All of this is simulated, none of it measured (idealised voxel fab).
process module | voxel gate over fins
cross-section cut | 220 nm wide | cells 5 nm
A cross-section is a grid of square cells, given in bands from the top down. A band is one or more rows of cells.
Each band's line starts with the height of the band's top and of its bottom, in nm. Then come its materials from left to right, each with its width in nm. One material with "throughout" fills the band from edge to edge. "air" is empty space.
Height 0 is the level under which the wafer as received is all one material. The lowest band goes on downwards, as in "0 down".
A width such as "30 to 40" changes by the same amount from each row of cells to the next, from the band's top row to its bottom row.
"no change" after a step means that no cell of the cross-section changed.
closed voids: empty space of 8 cells or more with no open way to the top, each as width x height at its distance from the left edge, in nm
after a step's settings: what the simulator itself notes on the step
overlay nm, on a step with a mask: how far to the right of its planned place the mask lay; to the left if negative
plan
1 op RECEIVE | material Si
2 op CONFORMAL_DEP | material SiN | thk nm 5
3 op MASKED_ETCH | tone cover | mask id FINS | width nm 15 | pitch nm 45 | etch materials SiN | depth nm 5 | overlay nm 0
4 op MASKED_ETCH | tone cover | mask id FINS | width nm 15 | pitch nm 45 | etch materials Si | depth nm 20 | overlay nm 0
5 op FILL_DEP | material SiO2 | thk nm 15
6 op CMP | height nm 5
7 op SELECTIVE_ETCH | etch materials SiO2 | depth nm 20
8 op STRIP | etch materials SiN
9 op CONFORMAL_DEP | material HfO2 | thk nm 5
10 op CONFORMAL_DEP | material TiN | thk nm 5
11 op FILL_DEP | material W | thk nm 15
12 op CMP | height nm 20
13 op CONFORMAL_DEP | material SiN | thk nm 5
varied across the wafers: depth nm of step 4. The plan shows the first wafer's value. All wafers start alike
first wafer as received, after step 1
  0 down: Si throughout
  closed voids: none
first wafer at the end, after step 13
  25 to 20: SiN throughout
  20 to 10: W throughout
  10 to 5: W 25 | TiN 35 | W 10 | TiN 35 | W 10 | TiN 35 | W 10 | TiN 35 | W 25
  5 to 0: W 25 | TiN 5 | HfO2 25 | TiN 5 | W 10 | TiN 5 | HfO2 25 | TiN 5 | W 10 | TiN 5 | HfO2 25 | TiN 5 | W 10 | TiN 5 | HfO2 25 | TiN 5 | W 25
  0 to -5: W 25 | TiN 5 | HfO2 5 | Si 15 | HfO2 5 | TiN 5 | W 10 | TiN 5 | HfO2 5 | Si 15 | HfO2 5 | TiN 5 | W 10 | TiN 5 | HfO2 5 | Si 15 | HfO2 5 | TiN 5 | W 10 | TiN 5 | HfO2 5 | Si 15 | HfO2 5 | TiN 5 | W 25
  -5 to -10: TiN 30 | HfO2 5 | Si 15 | HfO2 5 | TiN 20 | HfO2 5 | Si 15 | HfO2 5 | TiN 20 | HfO2 5 | Si 15 | HfO2 5 | TiN 20 | HfO2 5 | Si 15 | HfO2 5 | TiN 30
  -10 to -15: HfO2 35 | Si 15 | HfO2 30 | Si 15 | HfO2 30 | Si 15 | HfO2 30 | Si 15 | HfO2 35
  -15 to -20: SiO2 35 | Si 15 | SiO2 30 | Si 15 | SiO2 30 | Si 15 | SiO2 30 | Si 15 | SiO2 35
  -20 down: Si throughout
  closed voids: none
last wafer at the end
  25 to 20: SiN throughout
  20 to 10: W throughout
  10 to 5: W 25 | TiN 35 | W 10 | TiN 35 | W 10 | TiN 35 | W 10 | TiN 35 | W 25
  5 to 0: W 25 | TiN 5 | HfO2 25 | TiN 5 | W 10 | TiN 5 | HfO2 25 | TiN 5 | W 10 | TiN 5 | HfO2 25 | TiN 5 | W 10 | TiN 5 | HfO2 25 | TiN 5 | W 25
  0 to -5: W 25 | TiN 5 | HfO2 5 | Si 15 | HfO2 5 | TiN 5 | W 10 | TiN 5 | HfO2 5 | Si 15 | HfO2 5 | TiN 5 | W 10 | TiN 5 | HfO2 5 | Si 15 | HfO2 5 | TiN 5 | W 10 | TiN 5 | HfO2 5 | Si 15 | HfO2 5 | TiN 5 | W 25
  -5 to -10: TiN 30 | HfO2 5 | Si 15 | HfO2 5 | TiN 20 | HfO2 5 | Si 15 | HfO2 5 | TiN 20 | HfO2 5 | Si 15 | HfO2 5 | TiN 20 | HfO2 5 | Si 15 | HfO2 5 | TiN 30
  -10 to -15: HfO2 35 | Si 15 | HfO2 30 | Si 15 | HfO2 30 | Si 15 | HfO2 30 | Si 15 | HfO2 35
  -15 to -45: SiO2 35 | Si 15 | SiO2 30 | Si 15 | SiO2 30 | Si 15 | SiO2 30 | Si 15 | SiO2 35
  -45 down: Si throughout
  closed voids: none
each wafer at the end: cells of each material gained (+) or lost (-) since it was received, then its closed voids
depth nm 20 | +68 HfO2 | -128 Si | +44 SiN | +32 SiO2 | +68 TiN | +136 W | closed voids: none
depth nm 25 | +68 HfO2 | -160 Si | +44 SiN | +64 SiO2 | +68 TiN | +136 W | closed voids: none
depth nm 30 | +68 HfO2 | -192 Si | +44 SiN | +96 SiO2 | +68 TiN | +136 W | closed voids: none
depth nm 35 | +68 HfO2 | -224 Si | +44 SiN | +128 SiO2 | +68 TiN | +136 W | closed voids: none
depth nm 40 | +68 HfO2 | -256 Si | +44 SiN | +160 SiO2 | +68 TiN | +136 W | closed voids: none
depth nm 45 | +68 HfO2 | -288 Si | +44 SiN | +192 SiO2 | +68 TiN | +136 W | closed voids: none
